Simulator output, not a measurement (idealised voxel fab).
Herein follows the process module entitled voxel self aligned vias.
Displayed cross-section: cut, width of 280 nm, square cells sized 5 nm.
Bands, listed from the top down, are how a cross-section gets written in this document; the cross-section itself is a grid of square cells, and a band is one or more rows of them. First you get the band's top height and its bottom height, in nm, and then the materials it's made of, left to right, with each width in nm. If you see a single material with "everywhere", that one covers the band edge to edge. "air" is empty space. The level at which height equals 0 is the one under which the wafer, as it arrives, is entirely one material. No lower edge exists for the bottom band, which continues downward and is notated as in "from 0 down". A width such as "30..40" changes by the same amount from each row of cells to the next, from the band's top row to its bottom row. Take "remained unchanged" at face value: in the step it is given for, the cross-section changed in none of its cells. So "Enclosed void catalog" is basically the list of trapped voids: any empty space of 8 cells or more that can't reach the top through an opening. They're written width x height at distance, the distance being from the left edge, and it's all nm. Note: text after step settings on the step line = simulator remark on that step. overlay nm: mask right of planned place by this much (step with mask). Neg. = left.
**The steps planned for the process are as follows**
1. op RECEIVE | material Si
2. op CONFORMAL_DEP | material SiO2 | thk nm 10
3. op CONFORMAL_DEP | material SiCN | thk nm 5
4. op DIRECTIONAL_DEP | material SiO2 | thk nm 30
5. op MASKED_ETCH | tone open | mask id LINES | width nm 25 | pitch nm 75 | etch materials SiO2 | depth nm 30 | overlay nm 0
6. op CONFORMAL_DEP | material TiN | thk nm 5
7. op FILL_DEP | material W | thk nm 10
8. op CMP | height nm 45
9. op SELECTIVE_ETCH | etch materials W Ru TiN | depth nm 5
10. op FILL_DEP | material SiN | thk nm 10
11. op CMP | height nm 45
12. op DIRECTIONAL_DEP | material SiO2 | thk nm 15
13. op PATTERN | tone open | mask id VIAS | material resist | width nm 45 | thk nm 20 | overlay nm 0
14. op DIRECTIONAL_ETCH | etch materials SiO2 | depth nm 15
15. op DIRECTIONAL_ETCH | etch materials SiN | depth nm 5
16. op STRIP | etch materials resist
17. op CONFORMAL_DEP | material TiN | thk nm 5
18. op FILL_DEP | material Cu | thk nm 10
19. op CMP | height nm 60
20. op CONFORMAL_DEP | material SiCN | thk nm 5
**as received, after step 1**
    from 0 down = Si everywhere
    Enclosed void catalog: none
**End-of-module cross-section. Starting structure and process plan as above; one mistake made in running it**
    from 65 to 60 = SiCN everywhere
    from 60 to 50 = 75 nm Cu; 5 nm TiN; 45 nm SiO2; 5 nm TiN; 150 nm Cu
    from 50 to 45 = 80 nm TiN; 45 nm SiO2; 45 nm TiN; 15 nm Cu; 95 nm TiN
    from 45 to 40 = 90 nm SiO2; 25 nm SiN; 50 nm SiO2; 25 nm TiN; 90 nm SiO2
    from 40 to 20 = 90 nm SiO2; 5 nm TiN; 15 nm W; 5 nm TiN; 50 nm SiO2; 5 nm TiN; 15 nm W; 5 nm TiN; 90 nm SiO2
    from 20 to 15 = 90 nm SiO2; 25 nm TiN; 50 nm SiO2; 25 nm TiN; 90 nm SiO2
    from 15 to 10 = SiCN everywhere
    from 10 to 0 = SiO2 everywhere
    from 0 down = Si everywhere
    Enclosed void catalog: none
What went wrong in running the wafer? so step 13 ended up running with a different setting than we planned, it ran as op PATTERN | tone cover | mask id VIAS | material resist | width nm 45 | thk nm 20 | overlay nm 0
